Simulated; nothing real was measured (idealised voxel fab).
process module | voxel released beams
cross-section cut | 255 nm wide | cells 5 nm
A cross-section is a grid of square cells, given in bands from the top down. A band is one or more rows of cells.
Each band's line starts with the height of the band's top and of its bottom, in nm. Then come its materials from left to right, each with its width in nm. One material with "throughout" fills the band from edge to edge. "air" is empty space.
Height 0 is the level under which the wafer as received is all one material. The lowest band goes on downwards, as in "0 down".
A width such as "30 to 40" changes by the same amount from each row of cells to the next, from the band's top row to its bottom row.
"no change" after a step means that no cell of the cross-section changed.
closed voids: empty space of 8 cells or more with no open way to the top, each as width x height at its distance from the left edge, in nm
after a step's settings: what the simulator itself notes on the step
overlay nm, on a step with a mask: how far to the right of its planned place the mask lay; to the left if negative
plan
1 op RECEIVE | material Si
2 op CONFORMAL_DEP | material SiN | thk nm 5
3 op DIRECTIONAL_DEP | material SiO2 | thk nm 15
4 op DIRECTIONAL_DEP | material aC | thk nm 10
5 op PATTERN | tone open | mask id ANCHOR | material resist | width nm 35 | thk nm 30 | overlay nm 0
6 op DIRECTIONAL_ETCH | etch materials aC | depth nm 10
7 op STRIP | etch materials resist
8 op DIRECTIONAL_ETCH | etch materials SiO2 | depth nm 15
9 op STRIP | etch materials aC
10 op CONFORMAL_DEP | material TiN | thk nm 15
11 op DIRECTIONAL_DEP | material aC | thk nm 10
12 op PATTERN | tone cover | mask id BEAM | material resist | width nm 80 | thk nm 25 | overlay nm 0
13 op DIRECTIONAL_ETCH | etch materials aC | depth nm 10
14 op STRIP | etch materials resist
15 op DIRECTIONAL_ETCH | etch materials TiN | depth nm 15
16 op STRIP | etch materials aC
17 op STRIP | etch materials SiO2
first wafer, as planned
as received, after step 1
  0 down: Si throughout
  closed voids: none
after step 2
  5 to 0: SiN throughout
  below 0: unchanged
after step 3
  20 to 5: SiO2 throughout
  below 5: unchanged
after step 4
  30 to 20: aC throughout
  below 20: unchanged
after step 5
  60 to 30: resist 90 | air 35 | resist 130
  below 30: unchanged
after step 6
  50 to 30: resist 90 | air 35 | resist 130
  30 to 20: aC 90 | air 35 | aC 130
  below 20: unchanged
after step 7
  30 to 20: aC 90 | air 35 | aC 130
  below 20: unchanged
after step 8
  30 to 20: aC 90 | air 35 | aC 130
  20 to 5: SiO2 90 | air 35 | SiO2 130
  below 5: unchanged
after step 9
  20 to 5: SiO2 90 | air 35 | SiO2 130
  below 5: unchanged
after step 10
  35 to 20: TiN 105 | air 5 | TiN 145
  20 to 5: SiO2 90 | TiN 35 | SiO2 130
  below 5: unchanged
after step 11
  45 to 35: aC 105 | air 5 | aC 145
  35 to 30: TiN 105 | air 5 | TiN 145
  30 to 20: TiN 105 | aC 5 | TiN 145
  below 20: unchanged
after step 12
  70 to 45: air 85 | resist 80 | air 90
  45 to 35: aC 105 | resist 5 | aC 145
  35 to 30: TiN 105 | resist 5 | TiN 145
  below 30: unchanged
after step 13
  60 to 45: air 85 | resist 80 | air 90
  45 to 35: air 85 | aC 20 | resist 5 | aC 55 | air 90
  below 35: unchanged
after step 14
  45 to 35: air 85 | aC 20 | air 5 | aC 55 | air 90
  35 to 30: TiN 105 | air 5 | TiN 145
  below 30: unchanged
after step 15
  45 to 35: air 85 | aC 20 | air 5 | aC 55 | air 90
  35 to 30: air 85 | TiN 20 | air 5 | TiN 55 | air 90
  30 to 20: air 85 | TiN 20 | aC 5 | TiN 55 | air 90
  below 20: unchanged
after step 16
  35 to 20: air 85 | TiN 20 | air 5 | TiN 55 | air 90
  below 20: unchanged
after step 17
  35 to 20: air 85 | TiN 20 | air 5 | TiN 55 | air 90
  20 to 5: air 90 | TiN 35 | air 130
  below 5: unchanged
second wafer: like start, like plan, one mistake. Through step 1 it matches the first wafer
when step 2 should have ended: no change
when step 3 should have ended
  15 to 0: SiO2 throughout
  below 0: unchanged
when step 4 should have ended
  25 to 15: aC throughout
  below 15: unchanged
when step 5 should have ended
  55 to 25: resist 90 | air 35 | resist 130
  below 25: unchanged
when step 6 should have ended
  45 to 25: resist 90 | air 35 | resist 130
  25 to 15: aC 90 | air 35 | aC 130
  below 15: unchanged
when step 7 should have ended
  25 to 15: aC 90 | air 35 | aC 130
  below 15: unchanged
when step 8 should have ended
  25 to 15: aC 90 | air 35 | aC 130
  15 to 0: SiO2 90 | air 35 | SiO2 130
  below 0: unchanged
when step 9 should have ended
  15 to 0: SiO2 90 | air 35 | SiO2 130
  below 0: unchanged
when step 10 should have ended
  30 to 15: TiN 105 | air 5 | TiN 145
  15 to 0: SiO2 90 | TiN 35 | SiO2 130
  below 0: unchanged
when step 11 should have ended
  40 to 30: aC 105 | air 5 | aC 145
  30 to 25: TiN 105 | air 5 | TiN 145
  25 to 15: TiN 105 | aC 5 | TiN 145
  below 15: unchanged
when step 12 should have ended
  65 to 40: air 85 | resist 80 | air 90
  40 to 30: aC 105 | resist 5 | aC 145
  30 to 25: TiN 105 | resist 5 | TiN 145
  below 25: unchanged
when step 13 should have ended
  55 to 40: air 85 | resist 80 | air 90
  40 to 30: air 85 | aC 20 | resist 5 | aC 55 | air 90
  below 30: unchanged
when step 14 should have ended
  40 to 30: air 85 | aC 20 | air 5 | aC 55 | air 90
  30 to 25: TiN 105 | air 5 | TiN 145
  below 25: unchanged
when step 15 should have ended
  40 to 30: air 85 | aC 20 | air 5 | aC 55 | air 90
  30 to 25: air 85 | TiN 20 | air 5 | TiN 55 | air 90
  25 to 15: air 85 | TiN 20 | aC 5 | TiN 55 | air 90
  below 15: unchanged
when step 16 should have ended
  30 to 15: air 85 | TiN 20 | air 5 | TiN 55 | air 90
  below 15: unchanged
when step 17 should have ended
  30 to 15: air 85 | TiN 20 | air 5 | TiN 55 | air 90
  15 to 0: air 90 | TiN 35 | air 130
  below 0: unchanged
what went wrong: step 2 was left out
at the end the second wafer has, in cells: 51 fewer of SiN
